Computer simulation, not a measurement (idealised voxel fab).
The following process module bears the name voxel wiring stack.
Section shown: cut. Width: 190 nm. Cell size: 5 nm, square.
Cross-section = grid of square cells, listed top down in bands; band = one or more rows.
The entry gives the band's vertical extent as a top height and a bottom height in nm, then its horizontal make-up as materials from left to right, each with a width in nm. "air" stands for empty space; a single material marked "everywhere" fills the band edge to edge.
For the purposes of this specification, 0 denotes the height below which the wafer in its as-received condition is composed wholly of one material, and the lowermost band, lacking a lower limit, extends downward without end, as expressed in "0 -> down".
The two numbers in a width such as "30 to 40" mark its ends across the band: the first belongs to the top row of cells, the second to the bottom row, and from each row to the next the width moves by the same amount.
"no alterations made" for a step: no cell of the cross-section changed in that step.
Reported under the label "Fully sealed voids" are the empty spaces having no open way to the top and comprising 8 cells or more; the notation for each is width x height at distance, in which the distance is measured from the left edge and all three values are in nm.
Text after the settings on a step's line: the simulator's own remark on that step.
What "overlay nm" on a step's line means: if the step has a mask, that mask lay this far to the right of its planned place, or, when the value is negative, to the left.
## Here's what the planned process steps look like
| 1 | RECEIVE (material Si) |
| 2 | CONFORMAL_DEP (material SiO2; thk nm 10) |
| 3 | CONFORMAL_DEP (material SiCN; thk nm 5) |
| 4 | DIRECTIONAL_DEP (material SiO2; thk nm 25) |
| 5 | MASKED_ETCH (tone open; mask id METAL_1; width nm 30; pitch nm 55; etch materials SiO2; depth nm 25; overlay nm 0) |
| 6 | MASKED_ETCH (tone open; mask id METAL_1; width nm 30; pitch nm 55; etch materials SiCN; depth nm 5; overlay nm 0) |
| 7 | CONFORMAL_DEP (material TiN; thk nm 5) |
| 8 | FILL_DEP (material Cu; thk nm 10) |
| 9 | CMP (height nm 40) |
| 10 | EPI (material Ru; thk nm 5) |
| 11 | FILL_DEP (material SiCN; thk nm 5) |
| 12 | DIRECTIONAL_DEP (material lowk; thk nm 10) |
| 13 | MASKED_ETCH (tone open; mask id PLUG_1; width nm 15; pitch nm 55; etch materials lowk; depth nm 10; overlay nm 0) |
| 14 | MASKED_ETCH (tone open; mask id PLUG_1; width nm 15; pitch nm 55; etch materials SiCN; depth nm 5; overlay nm 0) |
| 15 | EPI (material Ru; thk nm 10) |
| 16 | EPI (material Ru; thk nm 5) |
| 17 | DIRECTIONAL_DEP (material TiN; thk nm 5) |
| 18 | DIRECTIONAL_DEP (material W; thk nm 25) |
| 19 | PATTERN (tone cover; mask id METAL_2; material resist; width nm 30; pitch nm 55; thk nm 20; overlay nm 0) |
| 20 | DIRECTIONAL_ETCH (etch materials W; depth nm 25) |
| 21 | DIRECTIONAL_ETCH (etch materials TiN; depth nm 5) |
| 22 | STRIP (etch materials resist) |
| 23 | CONFORMAL_DEP (material SiCN; thk nm 5) |
| 24 | FILL_DEP (material lowk; thk nm 5) |
| 25 | CMP (height nm 90) |
| 26 | CONFORMAL_DEP (material SiCN; thk nm 5) |
| 27 | DIRECTIONAL_DEP (material lowk; thk nm 15) |
| 28 | DIRECTIONAL_DEP (material aC; thk nm 15) |
| 29 | PATTERN (tone open; mask id PLUG_2; material resist; width nm 15; thk nm 30; overlay nm 0) |
| 30 | DIRECTIONAL_ETCH (etch materials aC; depth nm 15) |
| 31 | STRIP (etch materials resist) |
| 32 | DIRECTIONAL_ETCH (etch materials lowk; depth nm 15) |
| 33 | DIRECTIONAL_ETCH (etch materials SiCN; depth nm 5) |
| 34 | STRIP (etch materials aC) |
| 35 | EPI (material Ru; thk nm 10) |
| 36 | EPI (material Ru; thk nm 10) |
| 37 | DIRECTIONAL_DEP (material TiN; thk nm 5) |
| 38 | DIRECTIONAL_DEP (material Ru; thk nm 15) |
| 39 | DIRECTIONAL_DEP (material aC; thk nm 15) |
| 40 | PATTERN (tone cover; mask id METAL_3; material resist; width nm 30; pitch nm 55; thk nm 30; overlay nm 0) |
| 41 | DIRECTIONAL_ETCH (etch materials aC; depth nm 15) |
| 42 | STRIP (etch materials resist) |
| 43 | DIRECTIONAL_ETCH (etch materials Ru; depth nm 15) |
| 44 | DIRECTIONAL_ETCH (etch materials TiN; depth nm 5) |
| 45 | STRIP (etch materials aC) |
| 46 | CONFORMAL_DEP (material SiN; thk nm 5) |
| 47 | FILL_DEP (material SiO2; thk nm 10) |
| 48 | CMP (height nm 130) |
| 49 | CONFORMAL_DEP (material SiN; thk nm 5) |
Among the wafers covered here, the point of difference is the thk nm at step 23; their starting state is shared, and the plan presents the value of the first wafer.
## As received, i.e. after step 1: cross-section through the first of several wafers
0 -> down | Si everywhere
Fully sealed voids: none
## Row per wafer, end-of-module: cell gain (+)/loss (-) by material since the wafer came in, then closed voids
thk nm 5; +40 Cu; +82 Ru; +161 SiCN; +76 SiN; +272 SiO2; +56 TiN; +60 W; +279 lowk; Fully sealed voids: none
thk nm 10; +40 Cu; +82 Ru; +199 SiCN; +76 SiN; +272 SiO2; +56 TiN; +60 W; +241 lowk; Fully sealed voids: none
thk nm 15; +40 Cu; +82 Ru; +226 SiCN; +76 SiN; +272 SiO2; +56 TiN; +60 W; +214 lowk; Fully sealed voids: none
thk nm 20; +40 Cu; +82 Ru; +245 SiCN; +76 SiN; +272 SiO2; +56 TiN; +60 W; +195 lowk; Fully sealed voids: none
